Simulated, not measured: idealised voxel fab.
Herein follows the process module entitled voxel self aligned vias.
cross-section cut | 210 nm wide | cells 5 nm
The cross-sections in this document take the form of a grid made of square cells. They are written out as bands, in order from top to bottom. Each band consists of one or more rows of cells.
In this notation a band is specified by the heights of its top and bottom, in that order and in nm, after which its materials appear from left to right, each paired with its width in nm. The word "full width" attached to a single material means that material fills the band from edge to edge; the word "empty" stands for empty space.
For the purposes of this specification, 0 denotes the height below which the wafer in its as-received condition is composed wholly of one material, and the lowermost band, lacking a lower limit, extends downward without end, as expressed in "0 nm and below".
The width entry "30..40" should be interpreted row by row: the top row of cells in the band takes the first number, the bottom row takes the second number, and the change between adjacent rows is uniform throughout.
Step note "nothing different" = no cross-section cell changed.
Under "Voids, sealed" you'll find the enclosed gaps, the ones with no way out to the top, that are 8 cells or bigger; each reads width x height at distance, with distance counted from the left edge, everything in nm.
Whatever follows a step's settings on its line is a remark the simulator itself makes about that step.
The "overlay nm" setting may appear on a step's line; for a step that uses a mask, it gives how far to the right of its planned position the mask lay, and a negative value indicates the left.
### Listed below are the process steps as planned
- 1: RECEIVE | material Si
- 2: CONFORMAL_DEP | material SiO2 | thk nm 15
- 3: CONFORMAL_DEP | material SiCN | thk nm 5
- 4: DIRECTIONAL_DEP | material lowk | thk nm 25
- 5: DIRECTIONAL_DEP | material aC | thk nm 15
- 6: PATTERN | tone open | mask id LINES | material resist | width nm 20 | pitch nm 50 | thk nm 35 | overlay nm 0
- 7: DIRECTIONAL_ETCH | etch materials aC | depth nm 15
- 8: STRIP | etch materials resist
- 9: DIRECTIONAL_ETCH | etch materials lowk | depth nm 25
- 10: STRIP | etch materials aC
- 11: CONFORMAL_DEP | material TiN | thk nm 5
- 12: FILL_DEP | material W | thk nm 5
- 13: CMP | height nm 45
- 14: SELECTIVE_ETCH | etch materials W Ru TiN | depth nm 5
- 15: FILL_DEP | material SiN | thk nm 10
- 16: CMP | height nm 45
- 17: DIRECTIONAL_DEP | material lowk | thk nm 20
- 18: PATTERN | tone open | mask id VIAS | material resist | width nm 30 | thk nm 15 | overlay nm 0
- 19: DIRECTIONAL_ETCH | etch materials lowk | depth nm 20
- 20: DIRECTIONAL_ETCH | etch materials SiN | depth nm 5
- 21: STRIP | etch materials resist
- 22: CONFORMAL_DEP | material TiN | thk nm 5
- 23: FILL_DEP | material Ru | thk nm 10
- 24: CMP | height nm 65
- 25: CONFORMAL_DEP | material SiCN | thk nm 5
### Cross-sectional view of the wafer in its as-received condition, corresponding to the state after step 1
- 0 nm and below = Si full width
- Voids, sealed: none
### End-of-module cross-section of the first of two wafers, processed as planned
- 70 nm to 65 nm = SiCN full width
- 65 nm to 50 nm = lowk 65  TiN 5  Ru 20  TiN 5  lowk 115
- 50 nm to 45 nm = lowk 65  TiN 10  Ru 10  TiN 10  lowk 115
- 45 nm to 40 nm = lowk 70  TiN 20  lowk 30  SiN 20  lowk 70
- 40 nm to 25 nm = lowk 70  TiN 5  W 10  TiN 5  lowk 30  TiN 5  W 10  TiN 5  lowk 70
- 25 nm to 20 nm = lowk 70  TiN 20  lowk 30  TiN 20  lowk 70
- 20 nm to 15 nm = SiCN full width
- 15 nm to 0 nm = SiO2 full width
- 0 nm and below = Si full width
- Voids, sealed: none
### Cross-section, second wafer: same start as the first, same plan as the first, one mistake in running it; taken at the end of the module
- 70 nm to 65 nm = SiCN full width
- 65 nm to 50 nm = lowk 65  TiN 5  Ru 20  TiN 5  lowk 115
- 50 nm to 45 nm = lowk 65  TiN 30  lowk 115
- 45 nm to 40 nm = lowk 70  SiO2 5  TiN 10  SiO2 5  lowk 30  SiO2 5  SiN 10  SiO2 5  lowk 70
- 40 nm to 25 nm = lowk 70  SiO2 5  W 10  SiO2 5  lowk 30  SiO2 5  W 10  SiO2 5  lowk 70
- 25 nm to 20 nm = lowk 70  SiO2 20  lowk 30  SiO2 20  lowk 70
- 20 nm to 15 nm = SiCN full width
- 15 nm to 0 nm = SiO2 full width
- 0 nm and below = Si full width
- Voids, sealed: none
In executing the process, a mistake was made relative to the plan: heads up, step 11 didn't go per plan, it actually ran as CONFORMAL_DEP | material SiO2 | thk nm 5
It is noted that, at the conclusion of processing, the second wafer exhibits a higher or lower cell count for certain materials relative to the first: Ru: 2 fewer | SiN: 2 fewer | SiO2: 24 more | TiN: 20 fewer
